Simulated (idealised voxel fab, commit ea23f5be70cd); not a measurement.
Title: Process Module voxel released beams
For reference, the cross-section in this document is cut, with width 290 nm and square cells of 5 nm.
Think of the cross-section as a grid of square cells. We describe it in bands, top to bottom, and each band covers one or more rows of those cells.
This entry defines a band. It first specifies the height of the band's top and the height of its bottom in nm, and then specifies the band's materials from left to right, stating each material with its width in nm. The word "everywhere" identifies a single material that fills the band from edge to edge, while the word "air" identifies empty space.
A quick word on heights: they are counted from 0, and under that level the wafer as it came to us is one material throughout. The lowest band is different from the rest in having no bottom; it simply continues downward, written as in "0..down".
So if you see something like "30..40" for the width, read it as the top row of the band sitting at the first number and the bottom row at the second, with every row in between moving by the same amount as the last.
"everything unchanged" after a step means that no cell of the cross-section changed.
Voids not open to the top, 8 cells minimum: see "Closed void entries". Written width x height at distance; distance is from the left edge; nm.
Where a step's line continues beyond its settings, the continuation is a remark by the simulator itself on that step.
When a step includes a mask, the "overlay nm" setting on its line states how far to the right of its planned place that mask lay, and negative values state how far to the left.
THESE ARE THE STEPS WE PLANNED FOR THE PROCESS
1) RECEIVE (material Si)
2) CONFORMAL_DEP (material SiN; thk nm 5)
3) DIRECTIONAL_DEP (material SiO2; thk nm 10)
4) DIRECTIONAL_DEP (material aC; thk nm 10)
5) PATTERN (tone open; mask id ANCHOR; material resist; width nm 40; thk nm 25; overlay nm 0)
6) DIRECTIONAL_ETCH (etch materials aC; depth nm 10)
7) STRIP (etch materials resist)
8) DIRECTIONAL_ETCH (etch materials SiO2; depth nm 10)
9) STRIP (etch materials aC)
10) CONFORMAL_DEP (material W; thk nm 15)
11) MASKED_ETCH (tone cover; mask id BEAM; width nm 120; etch materials W; depth nm 15; overlay nm 0)
12) STRIP (etch materials SiO2)
ON THE FIRST OF THE TWO WAFERS: RUN CONDUCTED ACCORDING TO PLAN
CROSS-SECTION OF THE INCOMING WAFER, STATE AFTER STEP 1
	0..down = Si everywhere
	Closed void entries: none
YOU'RE LOOKING AT A CROSS-SECTION OF THE WAFER AFTER STEP 2
	5..0 = SiN everywhere
	No changes below 0.
YOU'RE LOOKING AT A CROSS-SECTION OF THE WAFER AFTER STEP 3
	15..5 = SiO2 everywhere
	No changes below 5.
YOU'RE LOOKING AT A CROSS-SECTION OF THE WAFER AFTER STEP 4
	25..15 = aC everywhere
	No changes below 15.
YOU'RE LOOKING AT A CROSS-SECTION OF THE WAFER AFTER STEP 5
	50..25 = resist=85 / air=40 / resist=165
	No changes below 25.
YOU'RE LOOKING AT A CROSS-SECTION OF THE WAFER AFTER STEP 6
	40..25 = resist=85 / air=40 / resist=165
	25..15 = aC=85 / air=40 / aC=165
	No changes below 15.
YOU'RE LOOKING AT A CROSS-SECTION OF THE WAFER AFTER STEP 7
	25..15 = aC=85 / air=40 / aC=165
	No changes below 15.
YOU'RE LOOKING AT A CROSS-SECTION OF THE WAFER AFTER STEP 8
	25..15 = aC=85 / air=40 / aC=165
	15..5 = SiO2=85 / air=40 / SiO2=165
	No changes below 5.
YOU'RE LOOKING AT A CROSS-SECTION OF THE WAFER AFTER STEP 9
	15..5 = SiO2=85 / air=40 / SiO2=165
	No changes below 5.
YOU'RE LOOKING AT A CROSS-SECTION OF THE WAFER AFTER STEP 10
	30..20 = W=100 / air=10 / W=180
	20..15 = W everywhere
	15..5 = SiO2=85 / W=40 / SiO2=165
	No changes below 5.
YOU'RE LOOKING AT A CROSS-SECTION OF THE WAFER AFTER STEP 11
	30..20 = air=80 / W=20 / air=10 / W=90 / air=90
	20..15 = air=80 / W=120 / air=90
	No changes below 15.
YOU'RE LOOKING AT A CROSS-SECTION OF THE WAFER AFTER STEP 12
	30..20 = air=80 / W=20 / air=10 / W=90 / air=90
	20..15 = air=80 / W=120 / air=90
	15..5 = air=85 / W=40 / air=165
	No changes below 5.
THE SECOND WAFER: COMMON ORIGIN AND PLAN, ONE MISTAKE IN EXECUTION, IDENTICAL TO THE FIRST THROUGH STEP 1
CROSS-SECTION OF THE SECOND WAFER WHEN, ACCORDING TO PLAN, STEP 2 SHOULD HAVE FINISHED
	10..0 = SiO2 everywhere
	No changes below 0.
CROSS-SECTION OF THE SECOND WAFER WHEN, ACCORDING TO PLAN, STEP 3 SHOULD HAVE FINISHED
	15..10 = SiN everywhere
	No changes below 10.
CROSS-SECTION OF THE SECOND WAFER WHEN, ACCORDING TO PLAN, STEP 4 SHOULD HAVE FINISHED
	25..15 = aC everywhere
	No changes below 15.
CROSS-SECTION OF THE SECOND WAFER WHEN, ACCORDING TO PLAN, STEP 5 SHOULD HAVE FINISHED
	50..25 = resist=85 / air=40 / resist=165
	No changes below 25.
CROSS-SECTION OF THE SECOND WAFER WHEN, ACCORDING TO PLAN, STEP 6 SHOULD HAVE FINISHED
	40..25 = resist=85 / air=40 / resist=165
	25..15 = aC=85 / air=40 / aC=165
	No changes below 15.
CROSS-SECTION OF THE SECOND WAFER WHEN, ACCORDING TO PLAN, STEP 7 SHOULD HAVE FINISHED
	25..15 = aC=85 / air=40 / aC=165
	No changes below 15.
Cross-section of the second wafer when, according to plan, step 8 should have finished: everything unchanged
CROSS-SECTION OF THE SECOND WAFER WHEN, ACCORDING TO PLAN, STEP 9 SHOULD HAVE FINISHED
	15..10 = SiN everywhere
	No changes below 10.
CROSS-SECTION OF THE SECOND WAFER WHEN, ACCORDING TO PLAN, STEP 10 SHOULD HAVE FINISHED
	30..15 = W everywhere
	No changes below 15.
CROSS-SECTION OF THE SECOND WAFER WHEN, ACCORDING TO PLAN, STEP 11 SHOULD HAVE FINISHED
	30..15 = air=80 / W=120 / air=90
	No changes below 15.
Cross-section of the second wafer when, according to plan, step 12 should have finished: everything unchanged
Plan not followed: mixed up steps 2 and 3 - ran each in the other's place
Final cells, second wafer relative to first, materials higher or lower: SiO2: 116 more; W: 12 fewer
